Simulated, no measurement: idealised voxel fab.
Herein follows the process module entitled voxel fin reveal.
The figure presents cross-section cut, which has a width of 155 nm and is divided into square cells with an edge length of 5 nm.
Heads up, the way a cross-section reads in here is a grid of square cells, handed over as bands from the top down, with every band being one or more rows of cells. Within each band entry, the heights of the top and of the bottom of the band appear first, in that order and in nm; the materials of the band then follow from left to right, each with its corresponding width in nm. The designation "everywhere" on a single material indicates that it fills the band from edge to edge; the designation "air" indicates empty space. Beneath 0, the wafer as received is one material, and that level is where height counting begins. The lowest band goes on downward without a bottom; it is written like "0..down". The width entry "30->40" should be interpreted row by row: the top row of cells in the band takes the first number, the bottom row takes the second number, and the change between adjacent rows is uniform throughout. Any step labelled "no change occurred" changed none of the cells in the cross-section. So "Cavities, closed" is basically the list of trapped voids: any empty space of 8 cells or more that can't reach the top through an opening. They're written width x height at distance, the distance being from the left edge, and it's all nm. Formally, on a step line, whatever follows the settings is a remark that the simulator itself makes on the step. Among the settings permitted on a step's line is "overlay nm"; applied to a step with a mask, it specifies the extent to which the mask lay to the right of its planned position, whereas a negative figure signifies a position to the left.
Below is the list of planned process steps
step 1: RECEIVE, material Si
step 2: CONFORMAL_DEP, material SiN, thk nm 5
step 3: MASKED_ETCH, tone cover, mask id FINS, width nm 15, pitch nm 40, etch materials SiN, depth nm 5, overlay nm 0
step 4: MASKED_ETCH, tone cover, mask id FINS, width nm 15, pitch nm 40, etch materials Si, depth nm 35, overlay nm 0
step 5: OXIDIZE, depth nm 5
step 6: FILL_DEP, material SiO2, thk nm 10
step 7: CMP, height nm 5
step 8: SELECTIVE_ETCH, etch materials SiO2, depth nm 20
step 9: STRIP, etch materials SiN
Don't read the plan's depth nm for step 8 as applying to every wafer: that's the first wafer's value, and the wafers differ in it, though they all start identical.
Received wafers, first of several: cross-section after step 1
> 0..down: Si everywhere
> Cavities, closed: none
Rows = wafers. At module end, each row lists per material the cells gained (+) or lost (-) since the wafer was received, then the closed voids
depth nm 20 | -224 Si | +140 SiO2 | Cavities, closed: none
depth nm 25 | -224 Si | +112 SiO2 | Cavities, closed: none
depth nm 30 | -224 Si | +84 SiO2 | Cavities, closed: none
depth nm 35 | -224 Si | +56 SiO2 | Cavities, closed: none
depth nm 40 | -224 Si | +28 SiO2 | Cavities, closed: none
depth nm 45 | -224 Si | Cavities, closed: none
